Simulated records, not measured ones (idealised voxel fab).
Module name: voxel gate over fins (process module)
We display cut, a cross-section 175 nm in width whose square cells are each 5 nm.
Cross-section, as written here: a square-cell grid given band by band from the top down, where a band holds one or more rows of cells. Top, bottom (nm), then materials left to right with widths (nm); lone material tagged "everywhere" fills the whole band edge to edge; "blank" = empty space. A quick word on heights: they are counted from 0, and under that level the wafer as it came to us is one material throughout. The lowest band is different from the rest in having no bottom; it simply continues downward, written as in "top 0, no bottom". The expression "30..40" gives the width at the extremes of the band, the first number at its top row of cells and the second at its bottom row, with the width changing by equal amounts from each row to the next in between. What does "no modifications" mean for a step? It means no cell of the cross-section changed in that step. Closed-off voids of 8+ cells (no open route to the top) go in "Voids lacking openings", written width x height at distance from the left edge, in nm. On each step's line, the part that comes after the settings is the simulator's own comment on the step. When a step includes a mask, the "overlay nm" setting on its line states how far to the right of its planned place that mask lay, and negative values state how far to the left.
Process steps (planned)
step 1: RECEIVE,material Si
step 2: CONFORMAL_DEP,material SiN,thk nm 10
step 3: MASKED_ETCH,tone cover,mask id FINS,width nm 15,pitch nm 35,etch materials SiN,depth nm 10,overlay nm 0
step 4: MASKED_ETCH,tone cover,mask id FINS,width nm 15,pitch nm 35,etch materials Si,depth nm 35,overlay nm 0
step 5: OXIDIZE,depth nm 5
step 6: FILL_DEP,material SiO2,thk nm 15
step 7: CMP,height nm 10
step 8: SELECTIVE_ETCH,etch materials SiO2,depth nm 20
step 9: STRIP,etch materials SiN
step 10: CONFORMAL_DEP,material HfO2,thk nm 5
step 11: CONFORMAL_DEP,material TiN,thk nm 5
step 12: FILL_DEP,material W,thk nm 10
step 13: CMP,height nm 15
step 14: CONFORMAL_DEP,material SiN,thk nm 10
So this is the incoming wafer in cross-section - it's already been through step 1
- top 0, no bottom  Si everywhere
- Voids lacking openings: none
The first of the two wafers as seen in cross-section once the module was finished; processing followed the plan
- top 25, bottom 15  SiN everywhere
- top 15, bottom 10  W everywhere
- top 10, bottom 5  W 20  TiN 25  W 10  TiN 25  W 10  TiN 25  W 10  TiN 25  W 25
- top 5, bottom 0  W 20  TiN 5  HfO2 15  TiN 5  W 10  TiN 5  HfO2 15  TiN 5  W 10  TiN 5  HfO2 15  TiN 5  W 10  TiN 5  HfO2 15  TiN 5  W 25
- top 0, bottom -5  TiN 25  HfO2 5  Si 5  HfO2 5  TiN 20  HfO2 5  Si 5  HfO2 5  TiN 20  HfO2 5  Si 5  HfO2 5  TiN 20  HfO2 5  Si 5  HfO2 5  TiN 30
- top -5, bottom -10  HfO2 30  Si 5  HfO2 30  Si 5  HfO2 30  Si 5  HfO2 30  Si 5  HfO2 35
- top -10, bottom -40  SiO2 30  Si 5  SiO2 30  Si 5  SiO2 30  Si 5  SiO2 30  Si 5  SiO2 35
- top -40, no bottom  Si everywhere
- Voids lacking openings: none
This is the second of the two wafers, cross-sectioned at the end of the module; it started exactly like the first and was given the same plan, but it was run with one mistake
- top 25, bottom 15  SiN everywhere
- top 15, bottom 10  W everywhere
- top 10, bottom 5  W 20  TiN 25  W 10  TiN 25  W 10  TiN 25  W 10  TiN 25  W 25
- top 5, bottom 0  W 20  TiN 5  HfO2 15  TiN 5  W 10  TiN 5  HfO2 15  TiN 5  W 10  TiN 5  HfO2 15  TiN 5  W 10  TiN 5  HfO2 15  TiN 5  W 25
- top 0, bottom -5  TiN 15  W 5  TiN 5  HfO2 5  Si 5  HfO2 5  TiN 5  W 10  TiN 5  HfO2 5  Si 5  HfO2 5  TiN 5  W 10  TiN 5  HfO2 5  Si 5  HfO2 5  TiN 5  W 10  TiN 5  HfO2 5  Si 5  HfO2 5  TiN 5  W 5  TiN 20
- top -5, bottom -10  HfO2 10  TiN 5  W 5  TiN 5  HfO2 5  Si 5  HfO2 5  TiN 5  W 10  TiN 5  HfO2 5  Si 5  HfO2 5  TiN 5  W 10  TiN 5  HfO2 5  Si 5  HfO2 5  TiN 5  W 10  TiN 5  HfO2 5  Si 5  HfO2 5  TiN 5  W 5  TiN 5  HfO2 15
- top -10, bottom -15  SiO2 5  HfO2 5  TiN 15  HfO2 5  Si 5  HfO2 5  TiN 20  HfO2 5  Si 5  HfO2 5  TiN 20  HfO2 5  Si 5  HfO2 5  TiN 20  HfO2 5  Si 5  HfO2 5  TiN 15  HfO2 5  SiO2 10
- top -15, bottom -20  SiO2 5  HfO2 25  Si 5  HfO2 30  Si 5  HfO2 30  Si 5  HfO2 30  Si 5  HfO2 25  SiO2 10
- top -20, bottom -40  SiO2 30  Si 5  SiO2 30  Si 5  SiO2 30  Si 5  SiO2 30  Si 5  SiO2 35
- top -40, no bottom  Si everywhere
- Voids lacking openings: none
Where did the run depart from the plan? it was found that steps 8 and 9 of the process plan had been performed in exchanged positions
It is noted that, at the conclusion of processing, the second wafer exhibits a higher or lower cell count for certain materials relative to the first: 20 more of HfO2; 56 fewer of SiO2; 20 more of TiN; 16 more of W
